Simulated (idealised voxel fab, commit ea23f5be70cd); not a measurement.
Documented hereafter: the process module known as voxel released beams.
Cross-section cut: width 220 nm, square cells of 5 nm.
Cross-section format: a grid of square cells, given as bands from top to bottom; each band is one or more rows of cells. Each band's line starts with the height of the band's top and of its bottom, in nm. Then come its materials from left to right, each with its width in nm. One material with "all across" fills the band from edge to edge. "air" is empty space. A quick word on heights: they are counted from 0, and under that level the wafer as it came to us is one material throughout. The lowest band is different from the rest in having no bottom; it simply continues downward, written as in "0 -> down". The notation "30..40" denotes a width that varies across the rows of cells in the band, beginning at the first number in the top row, finishing at the second number in the bottom row, and changing by an identical amount from each row to the next. "nothing different" for a step: no cell of the cross-section changed in that step. "Sealed internal cavities" contains a list of empty spaces, each no smaller than 8 cells and without an open way to the top, written in the form width x height at distance with the distance from the left edge and all three in nm. Post-settings text on a step line: simulator's own remark regarding the step. For masked steps, "overlay nm" on the step line gives how far right of plan the mask actually lay; a minus sign means it lay to the left.
-- Process steps - plan
step 1: op RECEIVE | material Si
step 2: op CONFORMAL_DEP | material Al2O3 | thk nm 5
step 3: op DIRECTIONAL_DEP | material SiO2 | thk nm 10
step 4: op DIRECTIONAL_DEP | material aC | thk nm 15
step 5: op PATTERN | tone open | mask id ANCHOR | material resist | width nm 35 | thk nm 35 | overlay nm 0
step 6: op DIRECTIONAL_ETCH | etch materials aC | depth nm 15
step 7: op STRIP | etch materials resist
step 8: op DIRECTIONAL_ETCH | etch materials SiO2 | depth nm 10
step 9: op STRIP | etch materials aC
step 10: op CONFORMAL_DEP | material polySi | thk nm 10
step 11: op DIRECTIONAL_DEP | material aC | thk nm 15
step 12: op PATTERN | tone cover | mask id BEAM | material resist | width nm 85 | thk nm 30 | overlay nm 0
step 13: op DIRECTIONAL_ETCH | etch materials aC | depth nm 15
step 14: op STRIP | etch materials resist
step 15: op DIRECTIONAL_ETCH | etch materials polySi | depth nm 10
step 16: op STRIP | etch materials aC
step 17: op STRIP | etch materials SiO2
-- Cross-section, incoming material, after step 1
0 -> down = Si all across
Sealed internal cavities: none
-- Cross-sectional result after module completion. Note: starting condition and plan are unchanged from above; one processing mistake was made
25 -> 15 = 65 nm air | 85 nm polySi | 70 nm air
15 -> 10 = Al2O3 all across
10 -> 0 = SiO2 all across
0 -> down = Si all across
Sealed internal cavities: none
What went wrong in running the wafer? ran 2 and 3 in swapped order versus the plan
